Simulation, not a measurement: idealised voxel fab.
process module | voxel gate over fins
cross-section cut | 175 nm wide | cells 5 nm
A cross-section is a grid of square cells, given in bands from the top down. A band is one or more rows of cells.
Each band's line starts with the height of the band's top and of its bottom, in nm. Then come its materials from left to right, each with its width in nm. One material with "throughout" fills the band from edge to edge. "air" is empty space.
Height 0 is the level under which the wafer as received is all one material. The lowest band goes on downwards, as in "0 down".
A width such as "30 to 40" changes by the same amount from each row of cells to the next, from the band's top row to its bottom row.
"no change" after a step means that no cell of the cross-section changed.
closed voids: empty space of 8 cells or more with no open way to the top, each as width x height at its distance from the left edge, in nm
after a step's settings: what the simulator itself notes on the step
overlay nm, on a step with a mask: how far to the right of its planned place the mask lay; to the left if negative
plan
1 op RECEIVE | material Si
2 op CONFORMAL_DEP | material SiN | thk nm 10
3 op MASKED_ETCH | tone cover | mask id FINS | width nm 15 | pitch nm 35 | etch materials SiN | depth nm 10 | overlay nm 0
4 op MASKED_ETCH | tone cover | mask id FINS | width nm 15 | pitch nm 35 | etch materials Si | depth nm 35 | overlay nm 0
5 op OXIDIZE | depth nm 5
6 op FILL_DEP | material SiO2 | thk nm 15
7 op CMP | height nm 10
8 op SELECTIVE_ETCH | etch materials SiO2 | depth nm 20
9 op STRIP | etch materials SiN
10 op CONFORMAL_DEP | material HfO2 | thk nm 5
11 op CONFORMAL_DEP | material TiN | thk nm 5
12 op FILL_DEP | material W | thk nm 10
13 op CMP | height nm 15
14 op CONFORMAL_DEP | material SiN | thk nm 5
varied across the wafers: thk nm of step 14. The plan shows the first wafer's value. All wafers start alike
first wafer as received, after step 1
  0 down: Si throughout
  closed voids: none
first wafer at the end, after step 14
  20 to 15: SiN throughout
  15 to 10: W throughout
  10 to 5: W 20 | TiN 25 | W 10 | TiN 25 | W 10 | TiN 25 | W 10 | TiN 25 | W 25
  5 to 0: W 20 | TiN 5 | HfO2 15 | TiN 5 | W 10 | TiN 5 | HfO2 15 | TiN 5 | W 10 | TiN 5 | HfO2 15 | TiN 5 | W 10 | TiN 5 | HfO2 15 | TiN 5 | W 25
  0 to -5: TiN 25 | HfO2 5 | Si 5 | HfO2 5 | TiN 20 | HfO2 5 | Si 5 | HfO2 5 | TiN 20 | HfO2 5 | Si 5 | HfO2 5 | TiN 20 | HfO2 5 | Si 5 | HfO2 5 | TiN 30
  -5 to -10: HfO2 30 | Si 5 | HfO2 30 | Si 5 | HfO2 30 | Si 5 | HfO2 30 | Si 5 | HfO2 35
  -10 to -40: SiO2 30 | Si 5 | SiO2 30 | Si 5 | SiO2 30 | Si 5 | SiO2 30 | Si 5 | SiO2 35
  -40 down: Si throughout
  closed voids: none
last wafer at the end
  40 to 15: SiN throughout
  15 to 10: W throughout
  10 to 5: W 20 | TiN 25 | W 10 | TiN 25 | W 10 | TiN 25 | W 10 | TiN 25 | W 25
  5 to 0: W 20 | TiN 5 | HfO2 15 | TiN 5 | W 10 | TiN 5 | HfO2 15 | TiN 5 | W 10 | TiN 5 | HfO2 15 | TiN 5 | W 10 | TiN 5 | HfO2 15 | TiN 5 | W 25
  0 to -5: TiN 25 | HfO2 5 | Si 5 | HfO2 5 | TiN 20 | HfO2 5 | Si 5 | HfO2 5 | TiN 20 | HfO2 5 | Si 5 | HfO2 5 | TiN 20 | HfO2 5 | Si 5 | HfO2 5 | TiN 30
  -5 to -10: HfO2 30 | Si 5 | HfO2 30 | Si 5 | HfO2 30 | Si 5 | HfO2 30 | Si 5 | HfO2 35
  -10 to -40: SiO2 30 | Si 5 | SiO2 30 | Si 5 | SiO2 30 | Si 5 | SiO2 30 | Si 5 | SiO2 35
  -40 down: Si throughout
  closed voids: none
each wafer at the end: cells of each material gained (+) or lost (-) since it was received, then its closed voids
thk nm 5 | +51 HfO2 | -248 Si | +35 SiN | +186 SiO2 | +51 TiN | +65 W | closed voids: none
thk nm 10 | +51 HfO2 | -248 Si | +70 SiN | +186 SiO2 | +51 TiN | +65 W | closed voids: none
thk nm 15 | +51 HfO2 | -248 Si | +105 SiN | +186 SiO2 | +51 TiN | +65 W | closed voids: none
thk nm 20 | +51 HfO2 | -248 Si | +140 SiN | +186 SiO2 | +51 TiN | +65 W | closed voids: none
thk nm 25 | +51 HfO2 | -248 Si | +175 SiN | +186 SiO2 | +51 TiN | +65 W | closed voids: none
